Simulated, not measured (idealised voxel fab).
Process module heading - voxel released beams
It is cross-section cut that appears here, measuring 150 nm in width, its square cells being 5 nm in size.
How to read a cross-section here: the picture is a grid of square cells, written as bands going from the top down, and any band can span one or more rows of cells. First you get the band's top height and its bottom height, in nm, and then the materials it's made of, left to right, with each width in nm. If you see a single material with "edge to edge", that one covers the band edge to edge. "empty" is empty space. Measure heights from 0. That's the level where, below it, the as-received wafer is all one material. The lowest band is bottomless and extends downward; write it as in "from 0 down". You'd read "30 to 40" like this: the band's top row of cells is as wide as the first number, its bottom row is as wide as the second, and going down, every row changes width by the same amount as the row before did. "no alteration" (step): cross-section cells unchanged, all of them. Reported under the label "Trapped void list" are the empty spaces having no open way to the top and comprising 8 cells or more; the notation for each is width x height at distance, in which the distance is measured from the left edge and all three values are in nm. Anything after a step's settings on that line? It's the simulator's own note about the step. overlay nm: mask right of planned place by this much (step with mask). Neg. = left.

So here's the lineup of process steps we planned
1,RECEIVE with material Si
2,CONFORMAL_DEP with material Al2O3, thk nm 5
3,DIRECTIONAL_DEP with material SiO2, thk nm 10
4,PATTERN with tone open, mask id ANCHOR, material resist, width nm 25, thk nm 20, overlay nm 0
5,DIRECTIONAL_ETCH with etch materials SiO2, depth nm 10
6,STRIP with etch materials resist
7,CONFORMAL_DEP with material SiN, thk nm 10
8,PATTERN with tone cover, mask id BEAM, material resist, width nm 110, thk nm 15, overlay nm 0
9,DIRECTIONAL_ETCH with etch materials SiN, depth nm 10
10,STRIP with etch materials resist
11,STRIP with etch materials SiO2

Wafer as received: cross-section following step 1
	from 0 down: Si edge to edge
	Trapped void list: none

Post-module cross-section: identical start and plan to those above, one misstep in execution
	from 25 to 15: 15 empty, 110 SiN, 25 empty
	from 15 to 10: Al2O3 edge to edge
	from 10 to 0: SiO2 edge to edge
	from 0 down: Si edge to edge
	Trapped void list: none
what went wrong: swap of plan steps 2 and 3 during execution
